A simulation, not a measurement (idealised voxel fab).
You're looking at the process module voxel air gaps.
Cross-section cut: width 255 nm, square cells of 5 nm.
How to read a cross-section here: the picture is a grid of square cells, written as bands going from the top down, and any band can span one or more rows of cells.
In this notation a band is specified by the heights of its top and bottom, in that order and in nm, after which its materials appear from left to right, each paired with its width in nm. The word "throughout" attached to a single material means that material fills the band from edge to edge; the word "blank" stands for empty space.
Counting heights begins at 0, where everything beneath is, in the wafer as received, one material. The lowest band has no bottom; it goes on downwards, as "0 down" shows.
The notation "30->40" denotes a width that varies across the rows of cells in the band, beginning at the first number in the top row, finishing at the second number in the bottom row, and changing by an identical amount from each row to the next.
Step note "no alterations made" = no cross-section cell changed.
Listed in "Closed void roster": every empty space of 8 or more cells without an open way to the top. Form: width x height at distance, the distance being from the left edge, all in nm.
Anything after a step's settings on that line? It's the simulator's own note about the step.
"overlay nm" denotes, for a step that has a mask, the displacement of the mask to the right of its planned place, with negative values corresponding to the left.

## Below is the list of planned process steps
1,RECEIVE with material Si
2,CONFORMAL_DEP with material SiO2, thk nm 15
3,CONFORMAL_DEP with material SiN, thk nm 5
4,DIRECTIONAL_DEP with material SiO2, thk nm 35
5,MASKED_ETCH with tone open, mask id LINES, width nm 15, pitch nm 45, etch materials SiO2, depth nm 35, overlay nm 0
6,CONFORMAL_DEP with material TiN, thk nm 5
7,FILL_DEP with material W, thk nm 10
8,CMP with height nm 55
9,EPI with material Ru, thk nm 10
10,SELECTIVE_ETCH with etch materials SiO2, depth nm 45
11,CONFORMAL_DEP with material SiN, thk nm 5

## first wafer, as planned

## Cross-sectional view of the wafer in its as-received condition, corresponding to the state after step 1
* 0 down  Si throughout
* Closed void roster: none

## How the wafer stands in section after step 2
* 15 to 0  SiO2 throughout
* All layers under 0 are left as they were.

## How the wafer stands in section after step 3
* 20 to 15  SiN throughout
* All layers under 15 are left as they were.

## How the wafer stands in section after step 4
* 55 to 20  SiO2 throughout
* All layers under 20 are left as they were.

## How the wafer stands in section after step 5
* 55 to 20  50 of SiO2, 15 of blank, 30 of SiO2, 15 of blank, 30 of SiO2, 15 of blank, 30 of SiO2, 15 of blank, 55 of SiO2
* All layers under 20 are left as they were.

## How the wafer stands in section after step 6
* 60 to 55  55 of TiN, 5 of blank, 40 of TiN, 5 of blank, 40 of TiN, 5 of blank, 40 of TiN, 5 of blank, 60 of TiN
* 55 to 25  50 of SiO2, 5 of TiN, 5 of blank, 5 of TiN, 30 of SiO2, 5 of TiN, 5 of blank, 5 of TiN, 30 of SiO2, 5 of TiN, 5 of blank, 5 of TiN, 30 of SiO2, 5 of TiN, 5 of blank, 5 of TiN, 55 of SiO2
* 25 to 20  50 of SiO2, 15 of TiN, 30 of SiO2, 15 of TiN, 30 of SiO2, 15 of TiN, 30 of SiO2, 15 of TiN, 55 of SiO2
* All layers under 20 are left as they were.

## How the wafer stands in section after step 7
* 70 to 60  W throughout
* 60 to 55  55 of TiN, 5 of W, 40 of TiN, 5 of W, 40 of TiN, 5 of W, 40 of TiN, 5 of W, 60 of TiN
* 55 to 25  50 of SiO2, 5 of TiN, 5 of W, 5 of TiN, 30 of SiO2, 5 of TiN, 5 of W, 5 of TiN, 30 of SiO2, 5 of TiN, 5 of W, 5 of TiN, 30 of SiO2, 5 of TiN, 5 of W, 5 of TiN, 55 of SiO2
* All layers under 25 are left as they were.

## How the wafer stands in section after step 8
* 55 to 25  50 of SiO2, 5 of TiN, 5 of W, 5 of TiN, 30 of SiO2, 5 of TiN, 5 of W, 5 of TiN, 30 of SiO2, 5 of TiN, 5 of W, 5 of TiN, 30 of SiO2, 5 of TiN, 5 of W, 5 of TiN, 55 of SiO2
* All layers under 25 are left as they were.

## How the wafer stands in section after step 9
* 65 to 55  40 of blank, 35 of Ru, 10 of blank, 35 of Ru, 10 of blank, 35 of Ru, 10 of blank, 35 of Ru, 45 of blank
* All layers under 55 are left as they were.

## How the wafer stands in section after step 10
* 65 to 55  40 of blank, 35 of Ru, 10 of blank, 35 of Ru, 10 of blank, 35 of Ru, 10 of blank, 35 of Ru, 45 of blank
* 55 to 25  50 of blank, 5 of TiN, 5 of W, 5 of TiN, 30 of blank, 5 of TiN, 5 of W, 5 of TiN, 30 of blank, 5 of TiN, 5 of W, 5 of TiN, 30 of blank, 5 of TiN, 5 of W, 5 of TiN, 55 of blank
* 25 to 20  50 of blank, 15 of TiN, 30 of blank, 15 of TiN, 30 of blank, 15 of TiN, 30 of blank, 15 of TiN, 55 of blank
* All layers under 20 are left as they were.

## How the wafer stands in section after step 11
* 70 to 65  35 of blank, 180 of SiN, 40 of blank
* 65 to 55  35 of blank, 5 of SiN, 35 of Ru, 10 of SiN, 35 of Ru, 10 of SiN, 35 of Ru, 10 of SiN, 35 of Ru, 5 of SiN, 40 of blank
* 55 to 50  35 of blank, 15 of SiN, 5 of TiN, 5 of W, 5 of TiN, 30 of SiN, 5 of TiN, 5 of W, 5 of TiN, 30 of SiN, 5 of TiN, 5 of W, 5 of TiN, 30 of SiN, 5 of TiN, 5 of W, 5 of TiN, 15 of SiN, 40 of blank
* 50 to 25  45 of blank, 5 of SiN, 5 of TiN, 5 of W, 5 of TiN, 5 of SiN, 20 of blank, 5 of SiN, 5 of TiN, 5 of W, 5 of TiN, 5 of SiN, 20 of blank, 5 of SiN, 5 of TiN, 5 of W, 5 of TiN, 5 of SiN, 20 of blank, 5 of SiN, 5 of TiN, 5 of W, 5 of TiN, 5 of SiN, 50 of blank
* 25 to 20  50 of SiN, 15 of TiN, 30 of SiN, 15 of TiN, 30 of SiN, 15 of TiN, 30 of SiN, 15 of TiN, 55 of SiN
* All layers under 20 are left as they were.
* Closed void roster: 20 x 25 at 70; 20 x 25 at 115; 20 x 25 at 160

## Now the other wafer: same start, same recipe, but we messed up one thing when running it. Up to and including step 4 it's the same as the first one

## Cross-sectional representation of the second wafer at the time designated in the plan for the completion of step 5
* 55 to 20  50 of blank, 15 of SiO2, 30 of blank, 15 of SiO2, 30 of blank, 15 of SiO2, 30 of blank, 15 of SiO2, 55 of blank
* All layers under 20 are left as they were.

## Cross-sectional representation of the second wafer at the time designated in the plan for the completion of step 6
* 60 to 55  45 of blank, 25 of TiN, 20 of blank, 25 of TiN, 20 of blank, 25 of TiN, 20 of blank, 25 of TiN, 50 of blank
* 55 to 25  45 of blank, 5 of TiN, 15 of SiO2, 5 of TiN, 20 of blank, 5 of TiN, 15 of SiO2, 5 of TiN, 20 of blank, 5 of TiN, 15 of SiO2, 5 of TiN, 20 of blank, 5 of TiN, 15 of SiO2, 5 of TiN, 50 of blank
* 25 to 20  50 of TiN, 15 of SiO2, 30 of TiN, 15 of SiO2, 30 of TiN, 15 of SiO2, 30 of TiN, 15 of SiO2, 55 of TiN
* All layers under 20 are left as they were.

## Cross-sectional representation of the second wafer at the time designated in the plan for the completion of step 7
* 70 to 60  W throughout
* 60 to 55  45 of W, 25 of TiN, 20 of W, 25 of TiN, 20 of W, 25 of TiN, 20 of W, 25 of TiN, 50 of W
* 55 to 25  45 of W, 5 of TiN, 15 of SiO2, 5 of TiN, 20 of W, 5 of TiN, 15 of SiO2, 5 of TiN, 20 of W, 5 of TiN, 15 of SiO2, 5 of TiN, 20 of W, 5 of TiN, 15 of SiO2, 5 of TiN, 50 of W
* All layers under 25 are left as they were.

## Cross-sectional representation of the second wafer at the time designated in the plan for the completion of step 8
* 55 to 25  45 of W, 5 of TiN, 15 of SiO2, 5 of TiN, 20 of W, 5 of TiN, 15 of SiO2, 5 of TiN, 20 of W, 5 of TiN, 15 of SiO2, 5 of TiN, 20 of W, 5 of TiN, 15 of SiO2, 5 of TiN, 50 of W
* All layers under 25 are left as they were.

## Cross-sectional representation of the second wafer at the time designated in the plan for the completion of step 9
* 65 to 55  Ru throughout
* All layers under 55 are left as they were.

Cross-sectional representation of the second wafer at the time designated in the plan for the completion of step 10: no alterations made

## Cross-sectional representation of the second wafer at the time designated in the plan for the completion of step 11
* 70 to 65  SiN throughout
* All layers under 65 are left as they were.
Heads up, the wafer didn't run the way we planned it: for step 5, the planned setting was not used; the step was instead run as MASKED_ETCH with tone cover, mask id LINES, width nm 15, pitch nm 45, etch materials SiO2, depth nm 35, overlay nm 0
Upon completion, the second wafer contains, in terms of cells, a greater or smaller amount of certain materials than the first wafer: +46 Ru, -104 SiN, +84 SiO2, +27 TiN, +162 W
Quick summary for you: first wafer finishes at 3 closed voids, second at 0.
